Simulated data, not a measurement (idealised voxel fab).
The document below concerns the process module designated voxel wiring stack.
The cross-section on display is named cut; it measures 220 nm wide, and its cells are 5 nm squares.
Cross-section format: a grid of square cells, given as bands from top to bottom; each band is one or more rows of cells. Band: top height; bottom height; in nm. Then, left to right: material with width in nm, for each material. "all across": a single material spanning edge to edge. "empty": empty space. Heights are reckoned from 0. Under this level, the received wafer is all of one material. The bottommost band is open-ended downward, for example "0 and below". You'd read "30..40" like this: the band's top row of cells is as wide as the first number, its bottom row is as wide as the second, and going down, every row changes width by the same amount as the row before did. Any step labelled "remained unchanged" changed none of the cells in the cross-section. You'll see "Closed void table" listing empty spaces that have no way open to the top, as long as they're 8 cells or more; the notation is width x height at distance, where the distance is from the left edge, and all of it is in nm. On each step's line, the part that comes after the settings is the simulator's own comment on the step. Regarding "overlay nm": on a step with a mask, it is the distance the mask lay to the right of its planned place; a negative value places it to the left.
**Here's what the planned process steps look like**
- 1: RECEIVE | material Si
- 2: CONFORMAL_DEP | material SiO2 | thk nm 15
- 3: DIRECTIONAL_DEP | material TiN | thk nm 5
- 4: DIRECTIONAL_DEP | material W | thk nm 15
- 5: DIRECTIONAL_DEP | material aC | thk nm 10
- 6: PATTERN | tone cover | mask id METAL_1 | material resist | width nm 20 | pitch nm 50 | thk nm 25 | overlay nm 0
- 7: DIRECTIONAL_ETCH | etch materials aC | depth nm 10
- 8: STRIP | etch materials resist
- 9: DIRECTIONAL_ETCH | etch materials W | depth nm 15
- 10: DIRECTIONAL_ETCH | etch materials TiN | depth nm 5
- 11: STRIP | etch materials aC
- 12: CONFORMAL_DEP | material SiN | thk nm 5
- 13: FILL_DEP | material SiO2 | thk nm 10
- 14: CMP | height nm 35
- 15: CONFORMAL_DEP | material SiCN | thk nm 5
- 16: DIRECTIONAL_DEP | material lowk | thk nm 10
- 17: DIRECTIONAL_DEP | material aC | thk nm 15
- 18: PATTERN | tone open | mask id PLUG_1 | material resist | width nm 15 | pitch nm 50 | thk nm 30 | overlay nm 0
- 19: DIRECTIONAL_ETCH | etch materials aC | depth nm 15
- 20: STRIP | etch materials resist
- 21: DIRECTIONAL_ETCH | etch materials lowk | depth nm 10
- 22: DIRECTIONAL_ETCH | etch materials SiCN | depth nm 5
- 23: STRIP | etch materials aC
- 24: EPI | material Ru | thk nm 10
- 25: EPI | material Ru | thk nm 5
- 26: CONFORMAL_DEP | material SiCN | thk nm 5
- 27: DIRECTIONAL_DEP | material SiO2 | thk nm 25
- 28: MASKED_ETCH | tone open | mask id METAL_2 | width nm 20 | pitch nm 50 | etch materials SiO2 | depth nm 25 | overlay nm 0
- 29: MASKED_ETCH | tone open | mask id METAL_2 | width nm 20 | pitch nm 50 | etch materials SiCN | depth nm 5 | overlay nm 0
- 30: CONFORMAL_DEP | material TiN | thk nm 5
- 31: FILL_DEP | material W | thk nm 10
- 32: CMP | height nm 80
- 33: CONFORMAL_DEP | material SiCN | thk nm 5
- 34: DIRECTIONAL_DEP | material SiO2 | thk nm 10
- 35: DIRECTIONAL_DEP | material aC | thk nm 15
- 36: PATTERN | tone open | mask id PLUG_2 | material resist | width nm 15 | pitch nm 50 | thk nm 30 | overlay nm 0
- 37: DIRECTIONAL_ETCH | etch materials aC | depth nm 15
- 38: STRIP | etch materials resist
- 39: DIRECTIONAL_ETCH | etch materials SiO2 | depth nm 10
- 40: DIRECTIONAL_ETCH | etch materials SiCN | depth nm 5
- 41: STRIP | etch materials aC
- 42: EPI | material Ru | thk nm 10
- 43: EPI | material Ru | thk nm 5
- 44: DIRECTIONAL_DEP | material TiN | thk nm 5
- 45: DIRECTIONAL_DEP | material Ru | thk nm 20
- 46: MASKED_ETCH | tone cover | mask id METAL_3 | width nm 20 | pitch nm 50 | etch materials Ru | depth nm 20 | overlay nm 0
- 47: MASKED_ETCH | tone cover | mask id METAL_3 | width nm 20 | pitch nm 50 | etch materials TiN | depth nm 5 | overlay nm 0
- 48: CONFORMAL_DEP | material SiCN | thk nm 5
- 49: FILL_DEP | material SiO2 | thk nm 10
- 50: CMP | height nm 120
- 51: CONFORMAL_DEP | material SiN | thk nm 5
**Cross-section of the wafer at receipt, which is the condition after step 1**
* 0 and below = Si all across
* Closed void table: none
**Here's the wafer cut in cross-section after the module, started and planned just like above, except one thing was done wrong in the run**
* 125 down to 120 = SiN all across
* 120 down to 115 = SiO2 all across
* 115 down to 110 = SiO2 70 nm / SiCN 30 nm / SiO2 20 nm / SiCN 30 nm / SiO2 70 nm
* 110 down to 90 = SiO2 70 nm / SiCN 5 nm / Ru 20 nm / SiCN 5 nm / SiO2 20 nm / SiCN 5 nm / Ru 20 nm / SiCN 5 nm / SiO2 70 nm
* 90 down to 85 = SiCN 75 nm / TiN 20 nm / SiCN 30 nm / TiN 20 nm / SiCN 75 nm
* 85 down to 75 = SiO2 75 nm / Ru 15 nm / SiO2 35 nm / Ru 15 nm / SiO2 80 nm
* 75 down to 70 = SiCN 75 nm / Ru 15 nm / SiCN 35 nm / Ru 15 nm / SiCN 80 nm
* 70 down to 55 = SiO2 75 nm / TiN 5 nm / W 10 nm / TiN 5 nm / SiO2 30 nm / TiN 5 nm / W 10 nm / TiN 5 nm / SiO2 75 nm
* 55 down to 50 = SiCN 75 nm / TiN 20 nm / SiCN 30 nm / TiN 20 nm / SiCN 75 nm
* 50 down to 40 = lowk 75 nm / Ru 15 nm / lowk 35 nm / Ru 15 nm / lowk 80 nm
* 40 down to 35 = SiCN 75 nm / Ru 15 nm / SiCN 35 nm / Ru 15 nm / SiCN 80 nm
* 35 down to 20 = SiO2 70 nm / SiN 5 nm / W 20 nm / SiN 5 nm / SiO2 20 nm / SiN 5 nm / W 20 nm / SiN 5 nm / SiO2 70 nm
* 20 down to 15 = SiN 75 nm / TiN 20 nm / SiN 30 nm / TiN 20 nm / SiN 75 nm
* 15 down to 0 = SiO2 all across
* 0 and below = Si all across
* Closed void table: none
Run error: step 32 was not run as planned; what actually ran was CMP | height nm 70
